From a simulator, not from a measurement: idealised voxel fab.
process module | voxel quadruple lines
cross-section cut | 280 nm wide | cells 5 nm
A cross-section is a grid of square cells, given in bands from the top down. A band is one or more rows of cells.
Each band's line starts with the height of the band's top and of its bottom, in nm. Then come its materials from left to right, each with its width in nm. One material with "throughout" fills the band from edge to edge. "air" is empty space.
Height 0 is the level under which the wafer as received is all one material. The lowest band goes on downwards, as in "0 down".
A width such as "30 to 40" changes by the same amount from each row of cells to the next, from the band's top row to its bottom row.
"no change" after a step means that no cell of the cross-section changed.
closed voids: empty space of 8 cells or more with no open way to the top, each as width x height at its distance from the left edge, in nm
after a step's settings: what the simulator itself notes on the step
overlay nm, on a step with a mask: how far to the right of its planned place the mask lay; to the left if negative
plan
1 op RECEIVE | material Si
2 op CONFORMAL_DEP | material SiO2 | thk nm 5
3 op DIRECTIONAL_DEP | material W | thk nm 10
4 op DIRECTIONAL_DEP | material polySi | thk nm 15
5 op DIRECTIONAL_DEP | material aC | thk nm 25
6 op PATTERN | tone cover | mask id MANDREL | material resist | width nm 30 | thk nm 35 | overlay nm 0
7 op DIRECTIONAL_ETCH | etch materials aC | depth nm 25
8 op STRIP | etch materials resist
9 op CONFORMAL_DEP | material SiO2 | thk nm 10
10 op DIRECTIONAL_ETCH | etch materials SiO2 | depth nm 10
11 op STRIP | etch materials aC
12 op DIRECTIONAL_ETCH | etch materials polySi | depth nm 15
13 op STRIP | etch materials SiO2
14 op CONFORMAL_DEP | material SiN | thk nm 10
15 op DIRECTIONAL_ETCH | etch materials SiN | depth nm 10
16 op STRIP | etch materials polySi
17 op DIRECTIONAL_ETCH | etch materials W | depth nm 10
18 op STRIP | etch materials SiN
as received, after step 1
  0 down: Si throughout
  closed voids: none
a wafer at the end: this start, this plan, one mistake
  10 to 0: air 105 | W 10 | air 10 | W 10 | air 10 | W 10 | air 10 | W 10 | air 105
  0 down: Si throughout
  closed voids: none
what went wrong: step 2 was left out
